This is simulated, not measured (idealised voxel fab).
The process module that follows is named voxel self aligned contacts.
Each square cell in cross-section cut measures 5 nm, and the section as a whole is 225 nm wide.
This document writes a cross-section as a grid whose cells are square, and gives it as bands, listed from the top down; one or more rows of cells form a band. Basically the band line says how high the top is and how high the bottom is, in nm, and then what's in it from left to right, every material with its width in nm. Empty space shows up as "empty", and if a single material carries "edge to edge" it runs the full band edge to edge. Zero point of the height axis is 0; under it, received wafer = one material. Lowest band: continues down indefinitely, "0 nm and below". Think of "30 to 40" as a width that walks from the first number to the second as you go down the band, top row to bottom row, taking equal-sized steps from row to row. Key: "nothing altered" - step with no changed cell in the cross-section. This entry, "Enclosed internal voids", enumerates those empty regions of no fewer than 8 cells that possess no open connection to the top. Each region is reported in the form width x height at distance, the distance being taken from the left edge, with all three quantities expressed in nm. Heads up: the bit after the settings on a step's line is the simulator's remark on that step. If you see "overlay nm" on a step's line and that step has a mask, it's telling you how far right of where it was planned the mask ended up; a negative number means it went left instead.
# Process steps (planned)
| 1 | RECEIVE [material Si] |
| 2 | CONFORMAL_DEP [material SiO2] [thk nm 5] |
| 3 | DIRECTIONAL_DEP [material polySi] [thk nm 20] |
| 4 | DIRECTIONAL_DEP [material SiN] [thk nm 20] |
| 5 | DIRECTIONAL_DEP [material aC] [thk nm 15] |
| 6 | PATTERN [tone cover] [mask id GATE] [material resist] [width nm 35] [pitch nm 75] [thk nm 35] [overlay nm 0] |
| 7 | DIRECTIONAL_ETCH [etch materials aC] [depth nm 15] |
| 8 | STRIP [etch materials resist] |
| 9 | DIRECTIONAL_ETCH [etch materials SiN] [depth nm 20] |
| 10 | DIRECTIONAL_ETCH [etch materials polySi] [depth nm 20] |
| 11 | STRIP [etch materials aC] |
| 12 | CONFORMAL_DEP [material SiN] [thk nm 10] |
| 13 | DIRECTIONAL_ETCH [etch materials SiN] [depth nm 10] |
| 14 | FILL_DEP [material SiO2] [thk nm 15] |
| 15 | CMP [height nm 55] |
| 16 | PATTERN [tone open] [mask id CONTACT] [material resist] [width nm 50] [thk nm 20] [overlay nm 0] |
| 17 | DIRECTIONAL_ETCH [etch materials SiO2] [depth nm 55] |
| 18 | STRIP [etch materials resist] |
| 19 | CONFORMAL_DEP [material TiN] [thk nm 5] |
| 20 | FILL_DEP [material W] [thk nm 10] |
| 21 | CMP [height nm 55] |
| 22 | CONFORMAL_DEP [material SiCN] [thk nm 5] |
# As-received wafer cross-section (after step 1)
* 0 nm and below | Si edge to edge
* Enclosed internal voids: none
# Look at the cross-section after the module: the wafer started out the way shown above and the plan was the one shown above, yet one mistake was made along the way
* 60 nm to 55 nm | SiCN edge to edge
* 55 nm to 45 nm | 85 nm SiO2 | 5 to 20 nm TiN | 40 to 10 nm W | 5 to 20 nm TiN | 90 nm SiO2
* 45 nm to 40 nm | 45 nm SiO2 | 55 nm SiN | 5 nm TiN | 10 nm W | 5 nm TiN | 55 nm SiN | 50 nm SiO2
* 40 nm to 35 nm | 45 nm SiO2 | 55 nm SiN | 20 nm TiN | 55 nm SiN | 50 nm SiO2
* 35 nm to 25 nm | SiN edge to edge
* 25 nm to 5 nm | polySi edge to edge
* 5 nm to 0 nm | SiO2 edge to edge
* 0 nm and below | Si edge to edge
* Enclosed internal voids: none
Deviation from plan: step 9: run off-plan, actual operation and settings DIRECTIONAL_ETCH [etch materials SiN] [depth nm 10]
